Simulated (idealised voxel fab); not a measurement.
voxel self aligned contacts: a process module
Pictured: cross-section cut, 190 nm wide, on a grid of 5 nm square cells.
Throughout this document, each cross-section is represented as a grid of square cells and is presented as a sequence of bands enumerated from the top downward, where a band comprises one or more rows of cells. What a band's entry tells you: where the top is and where the bottom is, as heights in nm, and after that what lies inside, material by material from left to right, each with its width in nm. Empty space is written as the word "empty", and a single material marked with the word "full width" occupies the band from edge to edge. For the purposes of this specification, 0 denotes the height below which the wafer in its as-received condition is composed wholly of one material, and the lowermost band, lacking a lower limit, extends downward without end, as expressed in "z 0 and below". Width: "30..40" (first number = top row, second number = bottom row, same change from row to row of cells). It should be understood that the words "remained the same", when stated for a given step, signify that the cross-section underwent no change in any of its cells during that step. "Enclosed voids" - sealed voids, min. 8 cells, no opening to top; format: width x height at distance (distance from left edge; nm throughout). What comes after the settings on a step's line is commentary from the simulator itself on that step. Among the settings permitted on a step's line is "overlay nm"; applied to a step with a mask, it specifies the extent to which the mask lay to the right of its planned position, whereas a negative figure signifies a position to the left.
# Planned step list for the process
1,RECEIVE | material Si
2,OXIDIZE | depth nm 5
3,DIRECTIONAL_DEP | material polySi | thk nm 25
4,DIRECTIONAL_DEP | material SiN | thk nm 25
5,PATTERN | tone cover | mask id GATE | material resist | width nm 25 | pitch nm 60 | thk nm 20 | overlay nm 0
6,DIRECTIONAL_ETCH | etch materials SiN | depth nm 25
7,DIRECTIONAL_ETCH | etch materials polySi | depth nm 25
8,STRIP | etch materials resist
9,CONFORMAL_DEP | material SiN | thk nm 10
10,DIRECTIONAL_ETCH | etch materials SiN | depth nm 10
11,FILL_DEP | material SiO2 | thk nm 20
12,CMP | height nm 60
13,DIRECTIONAL_DEP | material aC | thk nm 10
14,PATTERN | tone open | mask id CONTACT | material resist | width nm 45 | thk nm 25 | overlay nm 0
15,DIRECTIONAL_ETCH | etch materials aC | depth nm 10
16,STRIP | etch materials resist
17,DIRECTIONAL_ETCH | etch materials SiO2 | depth nm 65
18,STRIP | etch materials aC
19,CONFORMAL_DEP | material TiN | thk nm 5
20,FILL_DEP | material Ru | thk nm 10
21,CMP | height nm 60
22,CONFORMAL_DEP | material SiCN | thk nm 5
# This is the cross-section of the wafer as we received it, i.e. after step 1
z 0 and below = Si full width
Enclosed voids: none
# Cross-sectional image of the first of two wafers at the end of the module, the run having proceeded as planned
z 65 to 60 = SiCN full width
z 60 to 50 = SiO2=70, TiN=5..20, Ru=35..5, TiN=5..20, SiO2=75
z 50 to 25 = SiO2=40, SiN=45, TiN=5, Ru=5, TiN=5, SiN=45, SiO2=45
z 25 to 0 = SiO2=40, SiN=10, polySi=25, SiN=10, TiN=5, Ru=5, TiN=5, SiN=10, polySi=25, SiN=10, SiO2=45
z 0 to -5 = SiO2=85, TiN=15, SiO2=90
z -5 and below = Si full width
Enclosed voids: none
# Second wafer of the two, sectioned at the end of the module. It began like the first and followed the same plan, but one mistake was made while running it
z 65 to 60 = SiCN full width
z 60 to 50 = SiO2=70, TiN=5..15, Ru=35..15, TiN=5..15, SiO2=75
z 50 to 25 = SiO2=45, SiN=35, TiN=5, Ru=15, TiN=5, SiN=35, SiO2=50
z 25 to 0 = SiO2=45, SiN=10, polySi=15, SiN=10, TiN=5, Ru=15, TiN=5, SiN=10, polySi=15, SiN=10, SiO2=50
z 0 to -5 = SiO2=80, TiN=25, SiO2=85
z -5 and below = Si full width
Enclosed voids: none
Against the plan, the run slipped here: planned and actual differ for step 5; actual: PATTERN | tone cover | mask id GATE | material resist | width nm 15 | pitch nm 60 | thk nm 20 | overlay nm 0
Per the end-of-run cell counts, the second wafer holds more or fewer of some materials than the first: Ru +22, SiN -20, SiO2 +18, polySi -20
